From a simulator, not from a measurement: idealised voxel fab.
Herein follows the process module entitled voxel ribs on slabs.
The cross-section shown here is cut; it is 140 nm wide and divided into square cells measuring 5 nm on a side.
For the purposes of this document, a cross-section shall be understood as a grid of square cells, specified as bands listed in top-to-bottom order, each band consisting of one or more rows of cells. First you get the band's top height and its bottom height, in nm, and then the materials it's made of, left to right, with each width in nm. If you see a single material with "edge to edge", that one covers the band edge to edge. "blank" is empty space. Heads up on the height convention: 0 is the point under which the incoming wafer is all one material, and the lowest band has no bottom, it just keeps going down, like "0 -> down". Width: "30->40" (first number = top row, second number = bottom row, same change from row to row of cells). "all unchanged" means the step left every cell of the cross-section as it was. "Closed void inventory" specifies each empty space that is not open to the top and that occupies no fewer than 8 cells, using the form width x height at distance, the distance measured from the left edge and all three quantities in nm. Note: text after step settings on the step line = simulator remark on that step. overlay nm, on a step with a mask: how far to the right of its planned place the mask lay; to the left if negative.

Steps planned for the process
1) RECEIVE,material Si
2) DIRECTIONAL_DEP,material SiO2,thk nm 20
3) DIRECTIONAL_DEP,material SiN,thk nm 20
4) PATTERN,tone cover,mask id RIB,material resist,width nm 25,thk nm 15,overlay nm 0
5) DIRECTIONAL_ETCH,etch materials SiN,depth nm 15
6) STRIP,etch materials resist
7) MASKED_ETCH,tone cover,mask id SLAB,width nm 55,etch materials SiN,depth nm 5,overlay nm 0
8) FILL_DEP,material SiO2,thk nm 15
9) CMP,height nm 50
10) DIRECTIONAL_DEP,material TiN,thk nm 5
11) DIRECTIONAL_DEP,material aC,thk nm 15
12) PATTERN,tone cover,mask id HEATER,material resist,width nm 35,thk nm 35,overlay nm 0
13) DIRECTIONAL_ETCH,etch materials aC,depth nm 15
14) STRIP,etch materials resist
15) DIRECTIONAL_ETCH,etch materials TiN,depth nm 5
16) STRIP,etch materials aC
17) CONFORMAL_DEP,material SiN,thk nm 10

On the first of the two wafers: run conducted according to plan

Cross-section, incoming material, after step 1
	0 -> down: Si edge to edge
	Closed void inventory: none

Presented here is a cross-section of the wafer after step 2 has been performed
	20 -> 0: SiO2 edge to edge
	Under the height 0 nothing was changed.

Presented here is a cross-section of the wafer after step 3 has been performed
	40 -> 20: SiN edge to edge
	Under the height 20 nothing was changed.

Presented here is a cross-section of the wafer after step 4 has been performed
	55 -> 40: 55 nm blank; 25 nm resist; 60 nm blank
	Under the height 40 nothing was changed.

Presented here is a cross-section of the wafer after step 5 has been performed
	55 -> 40: 55 nm blank; 25 nm resist; 60 nm blank
	40 -> 25: 55 nm blank; 25 nm SiN; 60 nm blank
	Under the height 25 nothing was changed.

Presented here is a cross-section of the wafer after step 6 has been performed
	40 -> 25: 55 nm blank; 25 nm SiN; 60 nm blank
	Under the height 25 nothing was changed.

Presented here is a cross-section of the wafer after step 7 has been performed
	40 -> 25: 55 nm blank; 25 nm SiN; 60 nm blank
	25 -> 20: 40 nm blank; 55 nm SiN; 45 nm blank
	Under the height 20 nothing was changed.

Presented here is a cross-section of the wafer after step 8 has been performed
	55 -> 40: SiO2 edge to edge
	40 -> 25: 55 nm SiO2; 25 nm SiN; 60 nm SiO2
	25 -> 20: 40 nm SiO2; 55 nm SiN; 45 nm SiO2
	Under the height 20 nothing was changed.

Presented here is a cross-section of the wafer after step 9 has been performed
	50 -> 40: SiO2 edge to edge
	Under the height 40 nothing was changed.

Presented here is a cross-section of the wafer after step 10 has been performed
	55 -> 50: TiN edge to edge
	Under the height 50 nothing was changed.

Presented here is a cross-section of the wafer after step 11 has been performed
	70 -> 55: aC edge to edge
	Under the height 55 nothing was changed.

Presented here is a cross-section of the wafer after step 12 has been performed
	105 -> 70: 50 nm blank; 35 nm resist; 55 nm blank
	Under the height 70 nothing was changed.

Presented here is a cross-section of the wafer after step 13 has been performed
	90 -> 70: 50 nm blank; 35 nm resist; 55 nm blank
	70 -> 55: 50 nm blank; 35 nm aC; 55 nm blank
	Under the height 55 nothing was changed.

Presented here is a cross-section of the wafer after step 14 has been performed
	70 -> 55: 50 nm blank; 35 nm aC; 55 nm blank
	Under the height 55 nothing was changed.

Presented here is a cross-section of the wafer after step 15 has been performed
	70 -> 55: 50 nm blank; 35 nm aC; 55 nm blank
	55 -> 50: 50 nm blank; 35 nm TiN; 55 nm blank
	Under the height 50 nothing was changed.

Presented here is a cross-section of the wafer after step 16 has been performed
	55 -> 50: 50 nm blank; 35 nm TiN; 55 nm blank
	Under the height 50 nothing was changed.

Presented here is a cross-section of the wafer after step 17 has been performed
	65 -> 60: 40 nm blank; 55 nm SiN; 45 nm blank
	60 -> 55: SiN edge to edge
	55 -> 50: 50 nm SiN; 35 nm TiN; 55 nm SiN
	Under the height 50 nothing was changed.

Now the other wafer: same start, same recipe, but we messed up one thing when running it. Up to and including step 16 it's the same as the first one

Second wafer: cross-section at the scheduled end of step 17
	65 -> 60: 40 nm blank; 55 nm TiN; 45 nm blank
	60 -> 50: TiN edge to edge
	Under the height 50 nothing was changed.
What was done differently from what was planned? contrary to plan, step 17 was performed as CONFORMAL_DEP,material TiN,thk nm 10
Final difference in cells, second wafer against first, listed per material as more or fewer: SiN: 60 fewer, TiN: 60 more
